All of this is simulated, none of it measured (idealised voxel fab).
You're looking at the process module voxel quadruple lines.
We display cut, a cross-section 265 nm in width whose square cells are each 5 nm.
We lay out every cross-section as a grid of square cells and spell it out in bands from the top down, where one band means one or more rows of cells.
The band entry comprises the height of the band's top followed by the height of its bottom, expressed in nm, and subsequently the band's materials from left to right, each stated together with its width in nm. Where a single material is marked with the word "edge to edge", that material fills the band from edge to edge. The word "blank" represents empty space.
A quick word on heights: they are counted from 0, and under that level the wafer as it came to us is one material throughout. The lowest band is different from the rest in having no bottom; it simply continues downward, written as in "0 down".
Top row gets the first number, bottom row gets the second, and each row in between changes by the same step: that is how a band width like "30->40" works.
Given "remained unchanged" for a step, no cell of the cross-section differs between before and after that step.
Voids not open to the top, 8 cells minimum: see "closed voids". Written width x height at distance; distance is from the left edge; nm.
after a step's settings: what the simulator itself notes on the step
For masked steps, "overlay nm" on the step line gives how far right of plan the mask actually lay; a minus sign means it lay to the left.

# Below is the list of planned process steps
- 1: RECEIVE with material Si
- 2: CONFORMAL_DEP with material SiO2, thk nm 10
- 3: DIRECTIONAL_DEP with material Ru, thk nm 15
- 4: DIRECTIONAL_DEP with material polySi, thk nm 20
- 5: DIRECTIONAL_DEP with material aC, thk nm 25
- 6: PATTERN with tone cover, mask id MANDREL, material resist, width nm 25, thk nm 35, overlay nm 0
- 7: DIRECTIONAL_ETCH with etch materials aC, depth nm 25
- 8: STRIP with etch materials resist
- 9: CONFORMAL_DEP with material SiO2, thk nm 15
- 10: DIRECTIONAL_ETCH with etch materials SiO2, depth nm 15
- 11: STRIP with etch materials aC
- 12: DIRECTIONAL_ETCH with etch materials polySi, depth nm 20
- 13: STRIP with etch materials SiO2
- 14: CONFORMAL_DEP with material SiN, thk nm 5
- 15: DIRECTIONAL_ETCH with etch materials SiN, depth nm 5
- 16: STRIP with etch materials polySi
- 17: DIRECTIONAL_ETCH with etch materials Ru, depth nm 15
- 18: STRIP with etch materials SiN

# Cross-section of the wafer at receipt, which is the condition after step 1
> 0 down | Si edge to edge
> closed voids: none

# Figure: cross-sectional view of the wafer upon completion of the module, processed from the initial state and according to the plan depicted above, with one error introduced during execution
> 50 to 25 | aC edge to edge
> 25 to 10 | Ru edge to edge
> 10 to 0 | SiO2 edge to edge
> 0 down | Si edge to edge
> closed voids: none
Which mistake was made when the wafer was run? steps 4 and 5 swapped
